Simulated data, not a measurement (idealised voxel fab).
The process module that follows is named voxel air gaps.
Each square cell in cross-section cut measures 5 nm, and the section as a whole is 280 nm wide.
When this document writes out a cross-section, it uses a grid of square cells and lists it as bands, beginning at the top and moving down, with a band standing for one or more rows of cells. What a band's entry tells you: where the top is and where the bottom is, as heights in nm, and after that what lies inside, material by material from left to right, each with its width in nm. Empty space is written as the word "blank", and a single material marked with the word "throughout" occupies the band from edge to edge. Ref level 0: as-received wafer is one material below here. Bottom band extends down with no lower bound ("z 0 and below"). You'd read "30..40" like this: the band's top row of cells is as wide as the first number, its bottom row is as wide as the second, and going down, every row changes width by the same amount as the row before did. For the purposes of this document, the phrase "no alterations made" attached to a step denotes that no cell within the cross-section was modified by that step. Closed-off voids of 8+ cells (no open route to the top) go in "Voids lacking openings", written width x height at distance from the left edge, in nm. It should be noted that, on the line of a given step, the content following the step's settings is a remark produced by the simulator itself with respect to that step. overlay nm: where the mask lay relative to plan, measured to the right, on steps with a mask; negatives go left.
### Here's what the planned process steps look like
1) RECEIVE with material Si
2) CONFORMAL_DEP with material SiO2, thk nm 10
3) CONFORMAL_DEP with material SiCN, thk nm 5
4) DIRECTIONAL_DEP with material lowk, thk nm 40
5) DIRECTIONAL_DEP with material aC, thk nm 15
6) PATTERN with tone open, mask id LINES, material resist, width nm 25, pitch nm 50, thk nm 30, overlay nm 0
7) DIRECTIONAL_ETCH with etch materials aC, depth nm 15
8) STRIP with etch materials resist
9) DIRECTIONAL_ETCH with etch materials lowk, depth nm 40
10) STRIP with etch materials aC
11) CONFORMAL_DEP with material TiN, thk nm 5
12) FILL_DEP with material Ru, thk nm 10
13) CMP with height nm 55
14) EPI with material Ru, thk nm 10
15) SELECTIVE_ETCH with etch materials lowk, depth nm 50
16) CONFORMAL_DEP with material SiCN, thk nm 5
### Shown in cross-section is the wafer as received, that is, as it stands after step 1
- z 0 and below  Si throughout
- Voids lacking openings: none
### The first of the two wafers as seen in cross-section once the module was finished; processing followed the plan
- z 70 to 65  blank=60, SiCN=155, blank=65
- z 65 to 55  blank=60, SiCN=5, Ru=45, SiCN=5, Ru=45, SiCN=5, Ru=45, SiCN=5, blank=65
- z 55 to 50  blank=60, SiCN=15, TiN=5, Ru=15, TiN=5, SiCN=25, TiN=5, Ru=15, TiN=5, SiCN=25, TiN=5, Ru=15, TiN=5, SiCN=15, blank=65
- z 50 to 20  blank=70, SiCN=5, TiN=5, Ru=15, TiN=5, SiCN=5, blank=15, SiCN=5, TiN=5, Ru=15, TiN=5, SiCN=5, blank=15, SiCN=5, TiN=5, Ru=15, TiN=5, SiCN=5, blank=75
- z 20 to 15  SiCN=75, TiN=25, SiCN=25, TiN=25, SiCN=25, TiN=25, SiCN=80
- z 15 to 10  SiCN throughout
- z 10 to 0  SiO2 throughout
- z 0 and below  Si throughout
- Voids lacking openings: 15 x 30 at 105; 15 x 30 at 155
### End of module, second wafer, cross-section. Started like the first, planned like the first, run with one mistake
- z 60 to 55  blank=60, SiCN=155, blank=65
- z 55 to 45  blank=60, SiCN=5, Ru=45, SiCN=5, Ru=45, SiCN=5, Ru=45, SiCN=5, blank=65
- z 45 to 40  blank=60, SiCN=15, TiN=5, Ru=15, TiN=5, SiCN=25, TiN=5, Ru=15, TiN=5, SiCN=25, TiN=5, Ru=15, TiN=5, SiCN=15, blank=65
- z 40 to 20  blank=70, SiCN=5, TiN=5, Ru=15, TiN=5, SiCN=5, blank=15, SiCN=5, TiN=5, Ru=15, TiN=5, SiCN=5, blank=15, SiCN=5, TiN=5, Ru=15, TiN=5, SiCN=5, blank=75
- z 20 to 15  SiCN=75, TiN=25, SiCN=25, TiN=25, SiCN=25, TiN=25, SiCN=80
- z 15 to 10  SiCN throughout
- z 10 to 0  SiO2 throughout
- z 0 and below  Si throughout
- Voids lacking openings: 15 x 20 at 105; 15 x 20 at 155
Misprocessing identified: step 13 ran differently from the plan; actual operation with settings: CMP with height nm 45
Final comparison by cell count, materials where the second wafer has more or fewer than the first: Ru: 18 fewer; SiCN: 12 fewer; TiN: 12 fewer
